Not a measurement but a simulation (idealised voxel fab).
process module | voxel wiring stack
cross-section cut | 240 nm wide | cells 5 nm
A cross-section is a grid of square cells, given in bands from the top down. A band is one or more rows of cells.
Each band's line starts with the height of the band's top and of its bottom, in nm. Then come its materials from left to right, each with its width in nm. One material with "throughout" fills the band from edge to edge. "air" is empty space.
Height 0 is the level under which the wafer as received is all one material. The lowest band goes on downwards, as in "0 down".
A width such as "30 to 40" changes by the same amount from each row of cells to the next, from the band's top row to its bottom row.
"no change" after a step means that no cell of the cross-section changed.
closed voids: empty space of 8 cells or more with no open way to the top, each as width x height at its distance from the left edge, in nm
after a step's settings: what the simulator itself notes on the step
overlay nm, on a step with a mask: how far to the right of its planned place the mask lay; to the left if negative
plan
1 op RECEIVE | material Si
2 op CONFORMAL_DEP | material SiO2 | thk nm 10
3 op DIRECTIONAL_DEP | material TiN | thk nm 5
4 op DIRECTIONAL_DEP | material Ru | thk nm 15
5 op PATTERN | tone cover | mask id METAL_1 | material resist | width nm 25 | pitch nm 40 | thk nm 15 | overlay nm 0
6 op DIRECTIONAL_ETCH | etch materials Ru | depth nm 15
7 op DIRECTIONAL_ETCH | etch materials TiN | depth nm 5
8 op STRIP | etch materials resist
9 op CONFORMAL_DEP | material SiN | thk nm 5
10 op FILL_DEP | material SiO2 | thk nm 10
11 op CMP | height nm 30
12 op CONFORMAL_DEP | material SiCN | thk nm 5
13 op DIRECTIONAL_DEP | material SiO2 | thk nm 35
14 op MASKED_ETCH | tone open | mask id METAL_2 | width nm 25 | pitch nm 40 | etch materials SiO2 | depth nm 20 | overlay nm 0
15 op DIRECTIONAL_DEP | material aC | thk nm 15
16 op PATTERN | tone open | mask id METAL_2_HOLES | material resist | width nm 15 | pitch nm 40 | thk nm 30 | overlay nm 0
17 op DIRECTIONAL_ETCH | etch materials aC | depth nm 15
18 op STRIP | etch materials resist
19 op DIRECTIONAL_ETCH | etch materials SiO2 | depth nm 15
20 op DIRECTIONAL_ETCH | etch materials SiCN | depth nm 5
21 op STRIP | etch materials aC
22 op CONFORMAL_DEP | material TiN | thk nm 5
23 op FILL_DEP | material Cu | thk nm 10
24 op CMP | height nm 70
25 op CONFORMAL_DEP | material SiCN | thk nm 5
26 op DIRECTIONAL_DEP | material lowk | thk nm 20
27 op PATTERN | tone open | mask id PLUG_2 | material resist | width nm 15 | pitch nm 80 | thk nm 20 | overlay nm 0
28 op DIRECTIONAL_ETCH | etch materials lowk | depth nm 20
29 op DIRECTIONAL_ETCH | etch materials SiCN | depth nm 5
30 op STRIP | etch materials resist
31 op EPI | material Ru | thk nm 10
32 op EPI | material Ru | thk nm 10
33 op EPI | material Ru | thk nm 5
34 op DIRECTIONAL_DEP | material TiN | thk nm 5
35 op DIRECTIONAL_DEP | material W | thk nm 15
36 op PATTERN | tone cover | mask id METAL_3 | material resist | width nm 25 | pitch nm 40 | thk nm 20 | overlay nm 0
37 op DIRECTIONAL_ETCH | etch materials W | depth nm 15
38 op DIRECTIONAL_ETCH | etch materials TiN | depth nm 5
39 op STRIP | etch materials resist
40 op CONFORMAL_DEP | material SiCN | thk nm 5
41 op FILL_DEP | material SiO2 | thk nm 10
42 op CMP | height nm 115
43 op CONFORMAL_DEP | material SiCN | thk nm 5
as received, after step 1
  0 down: Si throughout
  closed voids: none
first wafer at the end, as planned
  120 to 115: SiCN throughout
  115 to 100: SiO2 40 | SiCN 5 | W 25 | SiCN 5 | SiO2 5 | SiCN 5 | W 25 | SiCN 5 | SiO2 5 | SiCN 5 | W 25 | SiCN 5 | SiO2 5 | SiCN 5 | W 25 | SiCN 5 | SiO2 45
  100 to 95: SiCN 45 | TiN 25 | SiCN 15 | TiN 25 | SiCN 15 | TiN 25 | SiCN 15 | TiN 25 | SiCN 50
  95 to 75: lowk 45 | Ru 15 | lowk 65 | Ru 15 | lowk 100
  75 to 70: SiCN 45 | Ru 15 | SiCN 65 | Ru 15 | SiCN 100
  70 to 55: SiO2 45 | TiN 5 | Cu 15 | TiN 5 | SiO2 15 | TiN 5 | Cu 15 | TiN 5 | SiO2 15 | TiN 5 | Cu 15 | TiN 5 | SiO2 15 | TiN 5 | Cu 15 | TiN 5 | SiO2 50
  55 to 50: SiO2 45 | TiN 5 | Cu 5 | TiN 15 | SiO2 15 | TiN 5 | Cu 5 | TiN 15 | SiO2 15 | TiN 5 | Cu 5 | TiN 15 | SiO2 15 | TiN 5 | Cu 5 | TiN 15 | SiO2 50
  50 to 35: SiO2 45 | TiN 5 | Cu 5 | TiN 5 | SiO2 25 | TiN 5 | Cu 5 | TiN 5 | SiO2 25 | TiN 5 | Cu 5 | TiN 5 | SiO2 25 | TiN 5 | Cu 5 | TiN 5 | SiO2 60
  35 to 30: SiCN 45 | TiN 15 | SiCN 25 | TiN 15 | SiCN 25 | TiN 15 | SiCN 25 | TiN 15 | SiCN 60
  30 to 15: SiO2 40 | SiN 5 | Ru 25 | SiN 5 | SiO2 5 | SiN 5 | Ru 25 | SiN 5 | SiO2 5 | SiN 5 | Ru 25 | SiN 5 | SiO2 5 | SiN 5 | Ru 25 | SiN 5 | SiO2 45
  15 to 10: SiN 45 | TiN 25 | SiN 15 | TiN 25 | SiN 15 | TiN 25 | SiN 15 | TiN 25 | SiN 50
  10 to 0: SiO2 throughout
  0 down: Si throughout
  closed voids: none
second wafer at the end: like start, like plan, one mistake
  120 to 115: SiCN throughout
  115 to 110: SiO2 40 | SiCN 5 | W 25 | SiCN 5 | SiO2 5 | SiCN 5 | W 25 | SiCN 5 | SiO2 5 | SiCN 5 | W 25 | SiCN 5 | SiO2 5 | SiCN 5 | W 25 | SiCN 5 | SiO2 45
  110 to 105: SiCN 45 | TiN 25 | SiCN 15 | TiN 25 | SiCN 15 | TiN 25 | SiCN 15 | TiN 25 | SiCN 50
  105 to 85: lowk 45 | Ru 15 | lowk 65 | Ru 15 | lowk 100
  85 to 80: SiCN 45 | Ru 15 | SiCN 65 | Ru 15 | SiCN 100
  80 to 75: Cu throughout
  75 to 70: TiN 50 | Cu 15 | TiN 25 | Cu 15 | TiN 25 | Cu 15 | TiN 25 | Cu 15 | TiN 55
  70 to 55: SiO2 45 | TiN 5 | Cu 15 | TiN 5 | SiO2 15 | TiN 5 | Cu 15 | TiN 5 | SiO2 15 | TiN 5 | Cu 15 | TiN 5 | SiO2 15 | TiN 5 | Cu 15 | TiN 5 | SiO2 50
  55 to 50: SiO2 45 | TiN 5 | Cu 5 | TiN 15 | SiO2 15 | TiN 5 | Cu 5 | TiN 15 | SiO2 15 | TiN 5 | Cu 5 | TiN 15 | SiO2 15 | TiN 5 | Cu 5 | TiN 15 | SiO2 50
  50 to 35: SiO2 45 | TiN 5 | Cu 5 | TiN 5 | SiO2 25 | TiN 5 | Cu 5 | TiN 5 | SiO2 25 | TiN 5 | Cu 5 | TiN 5 | SiO2 25 | TiN 5 | Cu 5 | TiN 5 | SiO2 60
  35 to 30: SiCN 45 | TiN 15 | SiCN 25 | TiN 15 | SiCN 25 | TiN 15 | SiCN 25 | TiN 15 | SiCN 60
  30 to 15: SiO2 40 | SiN 5 | Ru 25 | SiN 5 | SiO2 5 | SiN 5 | Ru 25 | SiN 5 | SiO2 5 | SiN 5 | Ru 25 | SiN 5 | SiO2 5 | SiN 5 | Ru 25 | SiN 5 | SiO2 45
  15 to 10: SiN 45 | TiN 25 | SiN 15 | TiN 25 | SiN 15 | TiN 25 | SiN 15 | TiN 25 | SiN 50
  10 to 0: SiO2 throughout
  0 down: Si throughout
  closed voids: none
what went wrong: step 24 ran as: op CMP | height nm 80
at the end the second wafer has, in cells: 60 more of Cu | 16 fewer of SiCN | 40 fewer of SiO2 | 36 more of TiN | 40 fewer of W
